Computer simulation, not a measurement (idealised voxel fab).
The document below concerns the process module designated voxel ribs on slabs.
Cross-sectional view cut (width: 270 nm; square cell size: 5 nm).
In what follows, cross-sections appear as grids of square cells, described through bands that run from the top down, where every band is one or more rows of cells. Within each band entry, the heights of the top and of the bottom of the band appear first, in that order and in nm; the materials of the band then follow from left to right, each with its corresponding width in nm. The designation "throughout" on a single material indicates that it fills the band from edge to edge; the designation "air" indicates empty space. Heights from 0 (as-received wafer is one material below). Bottom band endless downward, as "top 0, no bottom". A width such as "30->40" changes by the same amount from each row of cells to the next, from the band's top row to its bottom row. The designation "nothing different", where it is given for a processing step, indicates that no cell of the cross-section was altered in the course of that step. Closed-off voids of 8+ cells (no open route to the top) go in "Enclosed void listing", written width x height at distance from the left edge, in nm. Anything after a step's settings on that line? It's the simulator's own note about the step. overlay nm: where the mask lay relative to plan, measured to the right, on steps with a mask; negatives go left.

Steps in the process plan
1 op RECEIVE | material Si
2 op DIRECTIONAL_DEP | material SiO2 | thk nm 30
3 op DIRECTIONAL_DEP | material polySi | thk nm 20
4 op PATTERN | tone cover | mask id RIB | material resist | width nm 30 | thk nm 20 | overlay nm 0
5 op DIRECTIONAL_ETCH | etch materials polySi | depth nm 10
6 op STRIP | etch materials resist
7 op MASKED_ETCH | tone cover | mask id SLAB | width nm 60 | etch materials polySi | depth nm 10 | overlay nm 0
8 op FILL_DEP | material SiO2 | thk nm 20
9 op CMP | height nm 60
10 op DIRECTIONAL_DEP | material W | thk nm 5
11 op MASKED_ETCH | tone cover | mask id HEATER | width nm 40 | etch materials W | depth nm 5 | overlay nm 0
12 op CONFORMAL_DEP | material SiO2 | thk nm 5

First of two wafers, with the run carried out as planned

Cross-section, incoming material, after step 1
    top 0, no bottom  Si throughout
    Enclosed void listing: none

Presented here is a cross-section of the wafer after step 2 has been performed
    top 30, bottom 0  SiO2 throughout
    Everything under 0 stays put, no change at all.

Presented here is a cross-section of the wafer after step 3 has been performed
    top 50, bottom 30  polySi throughout
    Everything under 30 stays put, no change at all.

Presented here is a cross-section of the wafer after step 4 has been performed
    top 70, bottom 50  air 120 nm, resist 30 nm, air 120 nm
    Everything under 50 stays put, no change at all.

Presented here is a cross-section of the wafer after step 5 has been performed
    top 70, bottom 50  air 120 nm, resist 30 nm, air 120 nm
    top 50, bottom 40  air 120 nm, polySi 30 nm, air 120 nm
    Everything under 40 stays put, no change at all.

Presented here is a cross-section of the wafer after step 6 has been performed
    top 50, bottom 40  air 120 nm, polySi 30 nm, air 120 nm
    Everything under 40 stays put, no change at all.

Presented here is a cross-section of the wafer after step 7 has been performed
    top 50, bottom 40  air 120 nm, polySi 30 nm, air 120 nm
    top 40, bottom 30  air 105 nm, polySi 60 nm, air 105 nm
    Everything under 30 stays put, no change at all.

Presented here is a cross-section of the wafer after step 8 has been performed
    top 70, bottom 50  SiO2 throughout
    top 50, bottom 40  SiO2 120 nm, polySi 30 nm, SiO2 120 nm
    top 40, bottom 30  SiO2 105 nm, polySi 60 nm, SiO2 105 nm
    Everything under 30 stays put, no change at all.

Presented here is a cross-section of the wafer after step 9 has been performed
    top 60, bottom 50  SiO2 throughout
    Everything under 50 stays put, no change at all.

Presented here is a cross-section of the wafer after step 10 has been performed
    top 65, bottom 60  W throughout
    Everything under 60 stays put, no change at all.

Presented here is a cross-section of the wafer after step 11 has been performed
    top 65, bottom 60  air 115 nm, W 40 nm, air 115 nm
    Everything under 60 stays put, no change at all.

Presented here is a cross-section of the wafer after step 12 has been performed
    top 70, bottom 65  air 110 nm, SiO2 50 nm, air 110 nm
    top 65, bottom 60  SiO2 115 nm, W 40 nm, SiO2 115 nm
    Everything under 60 stays put, no change at all.

The second wafer: identical to the first at the outset and in its planned sequence, differing only in that one mistake was made during processing; up to and including step 1, its path is the first wafer's path

Cross-section of the second wafer at the time by which step 2 should have been completed according to the plan
    top 30, bottom 0  W throughout
    Everything under 0 stays put, no change at all.

Cross-section of the second wafer at the time by which step 3 should have been completed according to the plan
    top 50, bottom 30  polySi throughout
    Everything under 30 stays put, no change at all.

Cross-section of the second wafer at the time by which step 4 should have been completed according to the plan
    top 70, bottom 50  air 120 nm, resist 30 nm, air 120 nm
    Everything under 50 stays put, no change at all.

Cross-section of the second wafer at the time by which step 5 should have been completed according to the plan
    top 70, bottom 50  air 120 nm, resist 30 nm, air 120 nm
    top 50, bottom 40  air 120 nm, polySi 30 nm, air 120 nm
    Everything under 40 stays put, no change at all.

Cross-section of the second wafer at the time by which step 6 should have been completed according to the plan
    top 50, bottom 40  air 120 nm, polySi 30 nm, air 120 nm
    Everything under 40 stays put, no change at all.

Cross-section of the second wafer at the time by which step 7 should have been completed according to the plan
    top 50, bottom 40  air 120 nm, polySi 30 nm, air 120 nm
    top 40, bottom 30  air 105 nm, polySi 60 nm, air 105 nm
    Everything under 30 stays put, no change at all.

Cross-section of the second wafer at the time by which step 8 should have been completed according to the plan
    top 70, bottom 50  SiO2 throughout
    top 50, bottom 40  SiO2 120 nm, polySi 30 nm, SiO2 120 nm
    top 40, bottom 30  SiO2 105 nm, polySi 60 nm, SiO2 105 nm
    Everything under 30 stays put, no change at all.

Cross-section of the second wafer at the time by which step 9 should have been completed according to the plan
    top 60, bottom 50  SiO2 throughout
    Everything under 50 stays put, no change at all.

Cross-section of the second wafer at the time by which step 10 should have been completed according to the plan
    top 65, bottom 60  W throughout
    Everything under 60 stays put, no change at all.

Cross-section of the second wafer at the time by which step 11 should have been completed according to the plan
    top 65, bottom 60  air 115 nm, W 40 nm, air 115 nm
    Everything under 60 stays put, no change at all.

Cross-section of the second wafer at the time by which step 12 should have been completed according to the plan
    top 70, bottom 65  air 110 nm, SiO2 50 nm, air 110 nm
    top 65, bottom 60  SiO2 115 nm, W 40 nm, SiO2 115 nm
    Everything under 60 stays put, no change at all.
So what did we get wrong on this run? step 2, actual vs plan mismatch, actual run op DIRECTIONAL_DEP | material W | thk nm 30
Final comparison by cell count, materials where the second wafer has more or fewer than the first: -324 SiO2 | +324 W
